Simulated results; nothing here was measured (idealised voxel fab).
A process module follows: voxel self aligned vias.
Section shown: cut. Width: 290 nm. Cell size: 5 nm, square.
Cross-section layout: square cells on a grid; listed as bands, top to bottom; a band spans one or more cell rows.
This entry defines a band. It first specifies the height of the band's top and the height of its bottom in nm, and then specifies the band's materials from left to right, stating each material with its width in nm. The word "edge to edge" identifies a single material that fills the band from edge to edge, while the word "air" identifies empty space.
For the purposes of this specification, 0 denotes the height below which the wafer in its as-received condition is composed wholly of one material, and the lowermost band, lacking a lower limit, extends downward without end, as expressed in "z 0 and below".
A width given as "30->40" starts at the first number in the band's top row and ends at the second number in its bottom row, shifting by an equal amount at every step from row to row.
Step marked "stayed the same"? Then no cell in the cross-section changed in it.
Heads up: "Fully sealed cavities" only lists the empty pockets with no open path to the top that are 8 cells or more, and it writes them as width x height at distance, distance from the left edge, in nm.
It should be noted that, on the line of a given step, the content following the step's settings is a remark produced by the simulator itself with respect to that step.
overlay nm: mask right of planned place by this much (step with mask). Neg. = left.
PLANNED PROCESS STEPS
step 1: RECEIVE [material Si]
step 2: CONFORMAL_DEP [material SiO2] [thk nm 15]
step 3: CONFORMAL_DEP [material SiCN] [thk nm 5]
step 4: DIRECTIONAL_DEP [material lowk] [thk nm 20]
step 5: DIRECTIONAL_DEP [material aC] [thk nm 15]
step 6: PATTERN [tone open] [mask id LINES] [material resist] [width nm 30] [pitch nm 75] [thk nm 35] [overlay nm 0]
step 7: DIRECTIONAL_ETCH [etch materials aC] [depth nm 15]
step 8: STRIP [etch materials resist]
step 9: DIRECTIONAL_ETCH [etch materials lowk] [depth nm 20]
step 10: STRIP [etch materials aC]
step 11: CONFORMAL_DEP [material TiN] [thk nm 5]
step 12: FILL_DEP [material W] [thk nm 5]
step 13: CMP [height nm 40]
step 14: SELECTIVE_ETCH [etch materials W Ru TiN] [depth nm 10]
step 15: FILL_DEP [material SiN] [thk nm 5]
step 16: CMP [height nm 40]
step 17: DIRECTIONAL_DEP [material lowk] [thk nm 15]
step 18: MASKED_ETCH [tone open] [mask id VIAS] [width nm 50] [pitch nm 75] [etch materials lowk] [depth nm 15] [overlay nm 0]
step 19: MASKED_ETCH [tone open] [mask id VIAS] [width nm 50] [pitch nm 75] [etch materials SiN] [depth nm 10] [overlay nm 0]
step 20: CONFORMAL_DEP [material TiN] [thk nm 5]
step 21: FILL_DEP [material Ru] [thk nm 10]
step 22: CMP [height nm 55]
step 23: CONFORMAL_DEP [material SiCN] [thk nm 5]
THE FIRST OF TWO WAFERS, RUN AS PLANNED
AS-RECEIVED WAFER CROSS-SECTION (AFTER STEP 1)
z 0 and below | Si edge to edge
Fully sealed cavities: none
THE WAFER IN CROSS-SECTION ONCE STEP 2 IS COMPLETE
z 15 to 0 | SiO2 edge to edge
Everything under 0 stays put, no change at all.
THE WAFER IN CROSS-SECTION ONCE STEP 3 IS COMPLETE
z 20 to 15 | SiCN edge to edge
Everything under 15 stays put, no change at all.
THE WAFER IN CROSS-SECTION ONCE STEP 4 IS COMPLETE
z 40 to 20 | lowk edge to edge
Everything under 20 stays put, no change at all.
THE WAFER IN CROSS-SECTION ONCE STEP 5 IS COMPLETE
z 55 to 40 | aC edge to edge
Everything under 40 stays put, no change at all.
THE WAFER IN CROSS-SECTION ONCE STEP 6 IS COMPLETE
z 90 to 55 | resist (55) | air (30) | resist (45) | air (30) | resist (45) | air (30) | resist (55)
Everything under 55 stays put, no change at all.
THE WAFER IN CROSS-SECTION ONCE STEP 7 IS COMPLETE
z 75 to 55 | resist (55) | air (30) | resist (45) | air (30) | resist (45) | air (30) | resist (55)
z 55 to 40 | aC (55) | air (30) | aC (45) | air (30) | aC (45) | air (30) | aC (55)
Everything under 40 stays put, no change at all.
THE WAFER IN CROSS-SECTION ONCE STEP 8 IS COMPLETE
z 55 to 40 | aC (55) | air (30) | aC (45) | air (30) | aC (45) | air (30) | aC (55)
Everything under 40 stays put, no change at all.
THE WAFER IN CROSS-SECTION ONCE STEP 9 IS COMPLETE
z 55 to 40 | aC (55) | air (30) | aC (45) | air (30) | aC (45) | air (30) | aC (55)
z 40 to 20 | lowk (55) | air (30) | lowk (45) | air (30) | lowk (45) | air (30) | lowk (55)
Everything under 20 stays put, no change at all.
THE WAFER IN CROSS-SECTION ONCE STEP 10 IS COMPLETE
z 40 to 20 | lowk (55) | air (30) | lowk (45) | air (30) | lowk (45) | air (30) | lowk (55)
Everything under 20 stays put, no change at all.
THE WAFER IN CROSS-SECTION ONCE STEP 11 IS COMPLETE
z 45 to 40 | TiN (60) | air (20) | TiN (55) | air (20) | TiN (55) | air (20) | TiN (60)
z 40 to 25 | lowk (55) | TiN (5) | air (20) | TiN (5) | lowk (45) | TiN (5) | air (20) | TiN (5) | lowk (45) | TiN (5) | air (20) | TiN (5) | lowk (55)
z 25 to 20 | lowk (55) | TiN (30) | lowk (45) | TiN (30) | lowk (45) | TiN (30) | lowk (55)
Everything under 20 stays put, no change at all.
THE WAFER IN CROSS-SECTION ONCE STEP 12 IS COMPLETE
z 50 to 45 | W edge to edge
z 45 to 40 | TiN (60) | W (20) | TiN (55) | W (20) | TiN (55) | W (20) | TiN (60)
z 40 to 25 | lowk (55) | TiN (5) | W (20) | TiN (5) | lowk (45) | TiN (5) | W (20) | TiN (5) | lowk (45) | TiN (5) | W (20) | TiN (5) | lowk (55)
Everything under 25 stays put, no change at all.
THE WAFER IN CROSS-SECTION ONCE STEP 13 IS COMPLETE
z 40 to 25 | lowk (55) | TiN (5) | W (20) | TiN (5) | lowk (45) | TiN (5) | W (20) | TiN (5) | lowk (45) | TiN (5) | W (20) | TiN (5) | lowk (55)
Everything under 25 stays put, no change at all.
THE WAFER IN CROSS-SECTION ONCE STEP 14 IS COMPLETE
z 40 to 30 | lowk (55) | air (30) | lowk (45) | air (30) | lowk (45) | air (30) | lowk (55)
Everything under 30 stays put, no change at all.
THE WAFER IN CROSS-SECTION ONCE STEP 15 IS COMPLETE
z 45 to 40 | SiN edge to edge
z 40 to 30 | lowk (55) | SiN (30) | lowk (45) | SiN (30) | lowk (45) | SiN (30) | lowk (55)
Everything under 30 stays put, no change at all.
THE WAFER IN CROSS-SECTION ONCE STEP 16 IS COMPLETE
z 40 to 30 | lowk (55) | SiN (30) | lowk (45) | SiN (30) | lowk (45) | SiN (30) | lowk (55)
Everything under 30 stays put, no change at all.
THE WAFER IN CROSS-SECTION ONCE STEP 17 IS COMPLETE
z 55 to 40 | lowk edge to edge
Everything under 40 stays put, no change at all.
THE WAFER IN CROSS-SECTION ONCE STEP 18 IS COMPLETE
z 55 to 40 | lowk (45) | air (50) | lowk (25) | air (50) | lowk (25) | air (50) | lowk (45)
Everything under 40 stays put, no change at all.
THE WAFER IN CROSS-SECTION ONCE STEP 19 IS COMPLETE
z 55 to 40 | lowk (45) | air (50) | lowk (25) | air (50) | lowk (25) | air (50) | lowk (45)
z 40 to 30 | lowk (55) | air (30) | lowk (45) | air (30) | lowk (45) | air (30) | lowk (55)
Everything under 30 stays put, no change at all.
THE WAFER IN CROSS-SECTION ONCE STEP 20 IS COMPLETE
z 60 to 55 | TiN (50) | air (40) | TiN (35) | air (40) | TiN (35) | air (40) | TiN (50)
z 55 to 45 | lowk (45) | TiN (5) | air (40) | TiN (5) | lowk (25) | TiN (5) | air (40) | TiN (5) | lowk (25) | TiN (5) | air (40) | TiN (5) | lowk (45)
z 45 to 35 | lowk (45->55) | TiN (15->5) | air (20) | TiN (15->5) | lowk (25->45) | TiN (15->5) | air (20) | TiN (15->5) | lowk (25->45) | TiN (15->5) | air (20) | TiN (15->5) | lowk (45->55)
z 35 to 30 | lowk (55) | TiN (30) | lowk (45) | TiN (30) | lowk (45) | TiN (30) | lowk (55)
Everything under 30 stays put, no change at all.
THE WAFER IN CROSS-SECTION ONCE STEP 21 IS COMPLETE
z 70 to 60 | Ru edge to edge
z 60 to 55 | TiN (50) | Ru (40) | TiN (35) | Ru (40) | TiN (35) | Ru (40) | TiN (50)
z 55 to 45 | lowk (45) | TiN (5) | Ru (40) | TiN (5) | lowk (25) | TiN (5) | Ru (40) | TiN (5) | lowk (25) | TiN (5) | Ru (40) | TiN (5) | lowk (45)
z 45 to 35 | lowk (45->55) | TiN (15->5) | Ru (20) | TiN (15->5) | lowk (25->45) | TiN (15->5) | Ru (20) | TiN (15->5) | lowk (25->45) | TiN (15->5) | Ru (20) | TiN (15->5) | lowk (45->55)
Everything under 35 stays put, no change at all.
THE WAFER IN CROSS-SECTION ONCE STEP 22 IS COMPLETE
z 55 to 45 | lowk (45) | TiN (5) | Ru (40) | TiN (5) | lowk (25) | TiN (5) | Ru (40) | TiN (5) | lowk (25) | TiN (5) | Ru (40) | TiN (5) | lowk (45)
Everything under 45 stays put, no change at all.
THE WAFER IN CROSS-SECTION ONCE STEP 23 IS COMPLETE
z 60 to 55 | SiCN edge to edge
Everything under 55 stays put, no change at all.
WHAT FOLLOWS CONCERNS THE SECOND WAFER, WHICH STARTED OUT LIKE THE FIRST AND WAS MEANT TO FOLLOW THE VERY SAME PLAN; ONE MISTAKE CREPT IN WHEN IT WAS RUN, BUT EVERYTHING UP TO AND INCLUDING STEP 5 IS THE SAME AS FOR THE FIRST WAFER
SECOND WAFER CROSS-SECTION, TAKEN AS OF THE TIME THE PLAN SETS FOR STEP 6 TO BE DONE
z 90 to 55 | air (55) | resist (30) | air (45) | resist (30) | air (45) | resist (30) | air (55)
Everything under 55 stays put, no change at all.
SECOND WAFER CROSS-SECTION, TAKEN AS OF THE TIME THE PLAN SETS FOR STEP 7 TO BE DONE
z 75 to 55 | air (55) | resist (30) | air (45) | resist (30) | air (45) | resist (30) | air (55)
z 55 to 40 | air (55) | aC (30) | air (45) | aC (30) | air (45) | aC (30) | air (55)
Everything under 40 stays put, no change at all.
SECOND WAFER CROSS-SECTION, TAKEN AS OF THE TIME THE PLAN SETS FOR STEP 8 TO BE DONE
z 55 to 40 | air (55) | aC (30) | air (45) | aC (30) | air (45) | aC (30) | air (55)
Everything under 40 stays put, no change at all.
SECOND WAFER CROSS-SECTION, TAKEN AS OF THE TIME THE PLAN SETS FOR STEP 9 TO BE DONE
z 55 to 40 | air (55) | aC (30) | air (45) | aC (30) | air (45) | aC (30) | air (55)
z 40 to 20 | air (55) | lowk (30) | air (45) | lowk (30) | air (45) | lowk (30) | air (55)
Everything under 20 stays put, no change at all.
SECOND WAFER CROSS-SECTION, TAKEN AS OF THE TIME THE PLAN SETS FOR STEP 10 TO BE DONE
z 40 to 20 | air (55) | lowk (30) | air (45) | lowk (30) | air (45) | lowk (30) | air (55)
Everything under 20 stays put, no change at all.
SECOND WAFER CROSS-SECTION, TAKEN AS OF THE TIME THE PLAN SETS FOR STEP 11 TO BE DONE
z 45 to 40 | air (50) | TiN (40) | air (35) | TiN (40) | air (35) | TiN (40) | air (50)
z 40 to 25 | air (50) | TiN (5) | lowk (30) | TiN (5) | air (35) | TiN (5) | lowk (30) | TiN (5) | air (35) | TiN (5) | lowk (30) | TiN (5) | air (50)
z 25 to 20 | TiN (55) | lowk (30) | TiN (45) | lowk (30) | TiN (45) | lowk (30) | TiN (55)
Everything under 20 stays put, no change at all.
SECOND WAFER CROSS-SECTION, TAKEN AS OF THE TIME THE PLAN SETS FOR STEP 12 TO BE DONE
z 50 to 45 | W edge to edge
z 45 to 40 | W (50) | TiN (40) | W (35) | TiN (40) | W (35) | TiN (40) | W (50)
z 40 to 25 | W (50) | TiN (5) | lowk (30) | TiN (5) | W (35) | TiN (5) | lowk (30) | TiN (5) | W (35) | TiN (5) | lowk (30) | TiN (5) | W (50)
Everything under 25 stays put, no change at all.
SECOND WAFER CROSS-SECTION, TAKEN AS OF THE TIME THE PLAN SETS FOR STEP 13 TO BE DONE
z 40 to 25 | W (50) | TiN (5) | lowk (30) | TiN (5) | W (35) | TiN (5) | lowk (30) | TiN (5) | W (35) | TiN (5) | lowk (30) | TiN (5) | W (50)
Everything under 25 stays put, no change at all.
SECOND WAFER CROSS-SECTION, TAKEN AS OF THE TIME THE PLAN SETS FOR STEP 14 TO BE DONE
z 40 to 30 | air (55) | lowk (30) | air (45) | lowk (30) | air (45) | lowk (30) | air (55)
Everything under 30 stays put, no change at all.
SECOND WAFER CROSS-SECTION, TAKEN AS OF THE TIME THE PLAN SETS FOR STEP 15 TO BE DONE
z 45 to 40 | SiN edge to edge
z 40 to 30 | SiN (55) | lowk (30) | SiN (45) | lowk (30) | SiN (45) | lowk (30) | SiN (55)
Everything under 30 stays put, no change at all.
SECOND WAFER CROSS-SECTION, TAKEN AS OF THE TIME THE PLAN SETS FOR STEP 16 TO BE DONE
z 40 to 30 | SiN (55) | lowk (30) | SiN (45) | lowk (30) | SiN (45) | lowk (30) | SiN (55)
Everything under 30 stays put, no change at all.
SECOND WAFER CROSS-SECTION, TAKEN AS OF THE TIME THE PLAN SETS FOR STEP 17 TO BE DONE
z 55 to 40 | lowk edge to edge
Everything under 40 stays put, no change at all.
SECOND WAFER CROSS-SECTION, TAKEN AS OF THE TIME THE PLAN SETS FOR STEP 18 TO BE DONE
z 55 to 40 | lowk (45) | air (50) | lowk (25) | air (50) | lowk (25) | air (50) | lowk (45)
Everything under 40 stays put, no change at all.
SECOND WAFER CROSS-SECTION, TAKEN AS OF THE TIME THE PLAN SETS FOR STEP 19 TO BE DONE
z 55 to 40 | lowk (45) | air (50) | lowk (25) | air (50) | lowk (25) | air (50) | lowk (45)
z 40 to 30 | SiN (45) | air (10) | lowk (30) | air (10) | SiN (25) | air (10) | lowk (30) | air (10) | SiN (25) | air (10) | lowk (30) | air (10) | SiN (45)
Everything under 30 stays put, no change at all.
SECOND WAFER CROSS-SECTION, TAKEN AS OF THE TIME THE PLAN SETS FOR STEP 20 TO BE DONE
z 60 to 55 | TiN (50) | air (40) | TiN (35) | air (40) | TiN (35) | air (40) | TiN (50)
z 55 to 45 | lowk (45) | TiN (5) | air (40) | TiN (5) | lowk (25) | TiN (5) | air (40) | TiN (5) | lowk (25) | TiN (5) | air (40) | TiN (5) | lowk (45)
z 45 to 40 | lowk (45) | TiN (50) | lowk (25) | TiN (50) | lowk (25) | TiN (50) | lowk (45)
z 40 to 30 | SiN (45) | TiN (10) | lowk (30) | TiN (10) | SiN (25) | TiN (10) | lowk (30) | TiN (10) | SiN (25) | TiN (10) | lowk (30) | TiN (10) | SiN (45)
Everything under 30 stays put, no change at all.
SECOND WAFER CROSS-SECTION, TAKEN AS OF THE TIME THE PLAN SETS FOR STEP 21 TO BE DONE
z 70 to 60 | Ru edge to edge
z 60 to 55 | TiN (50) | Ru (40) | TiN (35) | Ru (40) | TiN (35) | Ru (40) | TiN (50)
z 55 to 45 | lowk (45) | TiN (5) | Ru (40) | TiN (5) | lowk (25) | TiN (5) | Ru (40) | TiN (5) | lowk (25) | TiN (5) | Ru (40) | TiN (5) | lowk (45)
Everything under 45 stays put, no change at all.
SECOND WAFER CROSS-SECTION, TAKEN AS OF THE TIME THE PLAN SETS FOR STEP 22 TO BE DONE
z 55 to 45 | lowk (45) | TiN (5) | Ru (40) | TiN (5) | lowk (25) | TiN (5) | Ru (40) | TiN (5) | lowk (25) | TiN (5) | Ru (40) | TiN (5) | lowk (45)
Everything under 45 stays put, no change at all.
SECOND WAFER CROSS-SECTION, TAKEN AS OF THE TIME THE PLAN SETS FOR STEP 23 TO BE DONE
z 60 to 55 | SiCN edge to edge
Everything under 55 stays put, no change at all.
In executing the process, a mistake was made relative to the plan: step 6 did not happen as planned, as run it was PATTERN [tone cover] [mask id LINES] [material resist] [width nm 30] [pitch nm 75] [thk nm 35] [overlay nm 0]
Final tally in cells, some materials are higher or lower on the second wafer than on the first: Ru: 24 fewer; SiN: 56 more; TiN: 34 more; W: 22 more; lowk: 88 fewer
